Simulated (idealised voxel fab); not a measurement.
process module | voxel gate over fins
cross-section cut | 210 nm wide | cells 5 nm
A cross-section is a grid of square cells, given in bands from the top down. A band is one or more rows of cells.
Each band's line starts with the height of the band's top and of its bottom, in nm. Then come its materials from left to right, each with its width in nm. One material with "throughout" fills the band from edge to edge. "air" is empty space.
Height 0 is the level under which the wafer as received is all one material. The lowest band goes on downwards, as in "0 down".
A width such as "30 to 40" changes by the same amount from each row of cells to the next, from the band's top row to its bottom row.
"no change" after a step means that no cell of the cross-section changed.
closed voids: empty space of 8 cells or more with no open way to the top, each as width x height at its distance from the left edge, in nm
after a step's settings: what the simulator itself notes on the step
overlay nm, on a step with a mask: how far to the right of its planned place the mask lay; to the left if negative
plan
1 op RECEIVE | material Si
2 op CONFORMAL_DEP | material SiN | thk nm 10
3 op DIRECTIONAL_DEP | material aC | thk nm 15
4 op PATTERN | tone cover | mask id FINS | material resist | width nm 15 | pitch nm 50 | thk nm 30 | overlay nm 0
5 op DIRECTIONAL_ETCH | etch materials aC | depth nm 15
6 op STRIP | etch materials resist
7 op DIRECTIONAL_ETCH | etch materials SiN | depth nm 10
8 op DIRECTIONAL_ETCH | etch materials Si | depth nm 35
9 op STRIP | etch materials aC
10 op FILL_DEP | material SiO2 | thk nm 10
11 op CMP | height nm 10
12 op MASKED_ETCH | tone open | mask id RAIL | width nm 15 | etch materials SiO2 | depth nm 40 | overlay nm 0
13 op CONFORMAL_DEP | material TiN | thk nm 5
14 op FILL_DEP | material W | thk nm 5
15 op CMP | height nm 10
16 op SELECTIVE_ETCH | etch materials W Ru TiN | depth nm 25
17 op FILL_DEP | material SiO2 | thk nm 5
18 op CMP | height nm 10
19 op SELECTIVE_ETCH | etch materials SiO2 | depth nm 20
20 op STRIP | etch materials SiN
21 op CONFORMAL_DEP | material HfO2 | thk nm 5
22 op CONFORMAL_DEP | material TiN | thk nm 5
23 op CONFORMAL_DEP | material TiAl | thk nm 5
24 op CONFORMAL_DEP | material TiN | thk nm 5
25 op FILL_DEP | material W | thk nm 15
26 op CMP | height nm 30
27 op CONFORMAL_DEP | material SiN | thk nm 5
varied across the wafers: width nm of step 12. The plan shows the first wafer's value. All wafers start alike
first wafer as received, after step 1
  0 down: Si throughout
  closed voids: none
first wafer at the end, after step 27
  35 to 30: SiN throughout
  30 to 20: W throughout
  20 to 15: W 25 | TiN 155 | W 30
  15 to 10: W 25 | TiN 5 | TiAl 45 | TiN 5 | TiAl 45 | TiN 5 | TiAl 45 | TiN 5 | W 30
  10 to 5: TiN 30 | TiAl 5 | TiN 35 | TiAl 5 | TiN 5 | TiAl 5 | TiN 35 | TiAl 5 | TiN 5 | TiAl 5 | TiN 35 | TiAl 5 | TiN 35
  5 to 0: TiAl 35 | TiN 5 | HfO2 25 | TiN 5 | TiAl 15 | TiN 5 | HfO2 25 | TiN 5 | TiAl 15 | TiN 5 | HfO2 25 | TiN 5 | TiAl 40
  0 to -5: TiN 40 | HfO2 5 | Si 15 | HfO2 5 | TiN 25 | HfO2 5 | Si 15 | HfO2 5 | TiN 25 | HfO2 5 | Si 15 | HfO2 5 | TiN 45
  -5 to -10: HfO2 45 | Si 15 | HfO2 35 | Si 15 | HfO2 35 | Si 15 | HfO2 50
  -10 to -15: SiO2 45 | Si 15 | SiO2 35 | Si 15 | SiO2 35 | Si 15 | SiO2 50
  -15 to -25: SiO2 45 | Si 15 | SiO2 10 | TiN 5 | W 5 | TiN 5 | SiO2 10 | Si 15 | SiO2 35 | Si 15 | SiO2 50
  -25 to -30: SiO2 45 | Si 15 | SiO2 10 | TiN 15 | SiO2 10 | Si 15 | SiO2 35 | Si 15 | SiO2 50
  -30 to -35: SiO2 45 | Si 15 | SiO2 35 | Si 15 | SiO2 35 | Si 15 | SiO2 50
  -35 down: Si throughout
  closed voids: none
last wafer at the end
  35 to 30: SiN throughout
  30 to 20: W throughout
  20 to 15: W 25 | TiN 155 | W 30
  15 to 10: W 25 | TiN 5 | TiAl 45 | TiN 5 | TiAl 45 | TiN 5 | TiAl 45 | TiN 5 | W 30
  10 to 5: TiN 30 | TiAl 5 | TiN 35 | TiAl 5 | TiN 5 | TiAl 5 | TiN 35 | TiAl 5 | TiN 5 | TiAl 5 | TiN 35 | TiAl 5 | TiN 35
  5 to 0: TiAl 35 | TiN 5 | HfO2 25 | TiN 5 | TiAl 15 | TiN 5 | HfO2 25 | TiN 5 | TiAl 15 | TiN 5 | HfO2 25 | TiN 5 | TiAl 40
  0 to -5: TiN 40 | HfO2 5 | Si 15 | HfO2 5 | TiN 25 | HfO2 5 | Si 15 | HfO2 5 | TiN 25 | HfO2 5 | Si 15 | HfO2 5 | TiN 45
  -5 to -10: HfO2 45 | Si 15 | HfO2 35 | Si 15 | HfO2 35 | Si 15 | HfO2 50
  -10 to -15: SiO2 45 | Si 15 | SiO2 35 | Si 15 | SiO2 35 | Si 15 | SiO2 50
  -15 to -25: SiO2 45 | Si 15 | SiO2 5 | TiN 5 | W 20 | TiN 5 | Si 15 | SiO2 35 | Si 15 | SiO2 50
  -25 to -30: SiO2 45 | Si 15 | SiO2 5 | TiN 30 | Si 15 | SiO2 35 | Si 15 | SiO2 50
  -30 to -35: SiO2 45 | Si 15 | SiO2 35 | Si 15 | SiO2 35 | Si 15 | SiO2 50
  -35 down: Si throughout
  closed voids: none
each wafer at the end: cells of each material gained (+) or lost (-) since it was received, then its closed voids
width nm 15 | +54 HfO2 | -231 Si | +42 SiN | +156 SiO2 | +54 TiAl | +111 TiN | +108 W | closed voids: none
width nm 20 | +54 HfO2 | -231 Si | +42 SiN | +153 SiO2 | +54 TiAl | +112 TiN | +110 W | closed voids: none
width nm 25 | +54 HfO2 | -231 Si | +42 SiN | +150 SiO2 | +54 TiAl | +113 TiN | +112 W | closed voids: none
width nm 30 | +54 HfO2 | -231 Si | +42 SiN | +147 SiO2 | +54 TiAl | +114 TiN | +114 W | closed voids: none
